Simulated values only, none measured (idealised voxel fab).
Name of the process module below: voxel self aligned vias
Pictured: cross-section cut, 275 nm wide, on a grid of 5 nm square cells.
Format of a cross-section: grid, square cells. Given as bands. Order: top down. Band: one or more rows of cells. Read a band's entry like this: the first values are the height of its top and the height of its bottom in nm, and what follows is the sequence of materials from left to right, each with its width in nm. Note that "air" is empty space, and that a single material marked "throughout" reaches across the band from edge to edge. The reference from which all heights are counted is 0, the level beneath which the as-received wafer is entirely one material; the lowest band, having no lower bound, proceeds downward and is written after the example "0..down". When a width is written as two numbers, as in "30->40", the first number is the width in the top row of cells of the band and the second is the width in its bottom row, and the width changes by the same amount from each row to the next. Where a step carries "no alteration", the cross-section came out of it unchanged, cell for cell. "Voids lacking openings" specifies each empty space that is not open to the top and that occupies no fewer than 8 cells, using the form width x height at distance, the distance measured from the left edge and all three quantities in nm. It should be noted that, on the line of a given step, the content following the step's settings is a remark produced by the simulator itself with respect to that step. Steps that use a mask can have "overlay nm" on their line. It says how far the mask sat to the right of where it was meant to be. Negative means to the left.

LIST OF PLANNED PROCESS STEPS
1,RECEIVE,material Si
2,CONFORMAL_DEP,material SiO2,thk nm 15
3,CONFORMAL_DEP,material SiCN,thk nm 5
4,DIRECTIONAL_DEP,material SiO2,thk nm 25
5,PATTERN,tone open,mask id LINES,material resist,width nm 25,pitch nm 75,thk nm 15,overlay nm 0
6,DIRECTIONAL_ETCH,etch materials SiO2,depth nm 25
7,STRIP,etch materials resist
8,CONFORMAL_DEP,material TiN,thk nm 5
9,FILL_DEP,material Ru,thk nm 10
10,CMP,height nm 45
11,SELECTIVE_ETCH,etch materials W Ru TiN,depth nm 10
12,FILL_DEP,material SiN,thk nm 5
13,CMP,height nm 45
14,DIRECTIONAL_DEP,material SiO2,thk nm 15
15,PATTERN,tone open,mask id VIAS,material resist,width nm 45,pitch nm 150,thk nm 20,overlay nm 0
16,DIRECTIONAL_ETCH,etch materials SiO2,depth nm 15
17,DIRECTIONAL_ETCH,etch materials SiN,depth nm 10
18,STRIP,etch materials resist
19,CONFORMAL_DEP,material TiN,thk nm 5
20,FILL_DEP,material W,thk nm 5
21,CMP,height nm 60
22,CONFORMAL_DEP,material SiN,thk nm 5

HERE'S WHAT THE WAFER LOOKED LIKE IN CROSS-SECTION WHEN IT ARRIVED - THAT'S AFTER STEP 1
    0..down = Si throughout
    Voids lacking openings: none

SAME STARTING WAFER, SAME PLAN AS ABOVE, ONE MISTAKE IN THE EXECUTION; THIS IS THE CROSS-SECTION AT THE END OF THE MODULE
    65..60 = SiN throughout
    60..50 = 30 nm SiO2, then 5 nm TiN, then 35 nm W, then 5 nm TiN, then 105 nm SiO2, then 5 nm TiN, then 35 nm W, then 5 nm TiN, then 50 nm SiO2
    50..45 = 30 nm SiO2, then 25 nm TiN, then 15 nm W, then 5 nm TiN, then 105 nm SiO2, then 25 nm TiN, then 15 nm W, then 5 nm TiN, then 50 nm SiO2
    45..40 = 50 nm SiO2, then 5 nm TiN, then 15 nm W, then 5 nm TiN, then 50 nm SiO2, then 25 nm SiN, then 50 nm SiO2, then 5 nm TiN, then 15 nm W, then 5 nm TiN, then 50 nm SiO2
    40..35 = 50 nm SiO2, then 25 nm TiN, then 50 nm SiO2, then 25 nm SiN, then 50 nm SiO2, then 25 nm TiN, then 50 nm SiO2
    35..25 = 50 nm SiO2, then 5 nm TiN, then 15 nm Ru, then 5 nm TiN, then 50 nm SiO2, then 5 nm TiN, then 15 nm Ru, then 5 nm TiN, then 50 nm SiO2, then 5 nm TiN, then 15 nm Ru, then 5 nm TiN, then 50 nm SiO2
    25..20 = 50 nm SiO2, then 25 nm TiN, then 50 nm SiO2, then 25 nm TiN, then 50 nm SiO2, then 25 nm TiN, then 50 nm SiO2
    20..15 = SiCN throughout
    15..0 = SiO2 throughout
    0..down = Si throughout
    Voids lacking openings: none
The plan and the run diverged here: step 15 changed vs plan, executed as PATTERN,tone open,mask id VIAS,material resist,width nm 45,pitch nm 150,thk nm 20,overlay nm -10
